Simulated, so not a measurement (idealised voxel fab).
Process module in this document: voxel self aligned contacts
We display cut, a cross-section 270 nm in width whose square cells are each 5 nm.
Square cells in a grid make up a cross-section in this document, and the grid is given as bands, listed from the top down, each one or more rows of cells. Within each band entry, the heights of the top and of the bottom of the band appear first, in that order and in nm; the materials of the band then follow from left to right, each with its corresponding width in nm. The designation "edge to edge" on a single material indicates that it fills the band from edge to edge; the designation "empty" indicates empty space. Measure heights from 0. That's the level where, below it, the as-received wafer is all one material. The lowest band is bottomless and extends downward; write it as in "0 nm and below". When a width is written as two numbers, as in "30..40", the first number is the width in the top row of cells of the band and the second is the width in its bottom row, and the width changes by the same amount from each row to the next. Step note "nothing changed" = no cross-section cell changed. Heads up: "Fully closed voids" only lists the empty pockets with no open path to the top that are 8 cells or more, and it writes them as width x height at distance, distance from the left edge, in nm. On each step's line, the part that comes after the settings is the simulator's own comment on the step. You can add "overlay nm" to a step's line. For a step with a mask, it describes how far the mask lay to the right of its planned position, and a negative number describes a lay to the left.

THE FOLLOWING LIST GIVES THE PLANNED PROCESS STEPS
1 RECEIVE | material Si
2 OXIDIZE | depth nm 5
3 DIRECTIONAL_DEP | material polySi | thk nm 30
4 DIRECTIONAL_DEP | material SiN | thk nm 15
5 MASKED_ETCH | tone cover | mask id GATE | width nm 25 | pitch nm 55 | etch materials SiN | depth nm 15 | overlay nm 0
6 MASKED_ETCH | tone cover | mask id GATE | width nm 25 | pitch nm 55 | etch materials polySi | depth nm 30 | overlay nm 0
7 CONFORMAL_DEP | material SiN | thk nm 5
8 DIRECTIONAL_ETCH | etch materials SiN | depth nm 5
9 FILL_DEP | material SiO2 | thk nm 10
10 CMP | height nm 50
11 MASKED_ETCH | tone open | mask id CONTACT | width nm 40 | pitch nm 55 | etch materials SiO2 | depth nm 55 | overlay nm 0
12 CONFORMAL_DEP | material TiN | thk nm 5
13 FILL_DEP | material Ru | thk nm 10
14 CMP | height nm 50
15 CONFORMAL_DEP | material SiCN | thk nm 5

RECEIVED-STATE CROSS-SECTION, REFLECTING COMPLETION OF STEP 1
    0 nm and below | Si edge to edge
    Fully closed voids: none

CROSS-SECTION TAKEN AT MODULE COMPLETION ON THE FIRST OF TWO WAFERS; PROCESSED PER THE PLAN
    55 nm to 50 nm | SiCN edge to edge
    50 nm to 45 nm | SiO2=85; TiN=15; Ru=10; TiN=15; SiO2=15; TiN=15; Ru=10; TiN=15; SiO2=90
    45 nm to 30 nm | SiO2=60; SiN=35; TiN=5; Ru=10; TiN=5; SiN=35; TiN=5; Ru=10; TiN=5; SiN=35; SiO2=65
    30 nm to 0 nm | SiO2=60; SiN=5; polySi=25; SiN=5; TiN=5; Ru=10; TiN=5; SiN=5; polySi=25; SiN=5; TiN=5; Ru=10; TiN=5; SiN=5; polySi=25; SiN=5; SiO2=65
    0 nm to -5 nm | SiO2=95; TiN=20; SiO2=35; TiN=20; SiO2=100
    -5 nm and below | Si edge to edge
    Fully closed voids: none

SECOND WAFER OF THE TWO, SECTIONED AT THE END OF THE MODULE. IT BEGAN LIKE THE FIRST AND FOLLOWED THE SAME PLAN, BUT ONE MISTAKE WAS MADE WHILE RUNNING IT
    55 nm to 50 nm | SiCN edge to edge
    50 nm to 45 nm | SiO2=85; TiN=40; SiO2=15; TiN=40; SiO2=90
    45 nm to 30 nm | SiN=70; SiO2=15; SiN=40; SiO2=15; SiN=40; SiO2=15; SiN=75
    30 nm to 0 nm | polySi edge to edge
    0 nm to -5 nm | SiO2 edge to edge
    -5 nm and below | Si edge to edge
    Fully closed voids: none
Heads up, the wafer didn't run the way we planned it: step 5 went in with a setting other than planned; the actual run was MASKED_ETCH | tone open | mask id GATE | width nm 25 | pitch nm 55 | etch materials SiN | depth nm 15 | overlay nm 0
Looking at both finished wafers in cells, the second ends up ahead of or behind the first on some materials: Ru -40 | SiN +36 | SiO2 -190 | TiN -40 | polySi +234
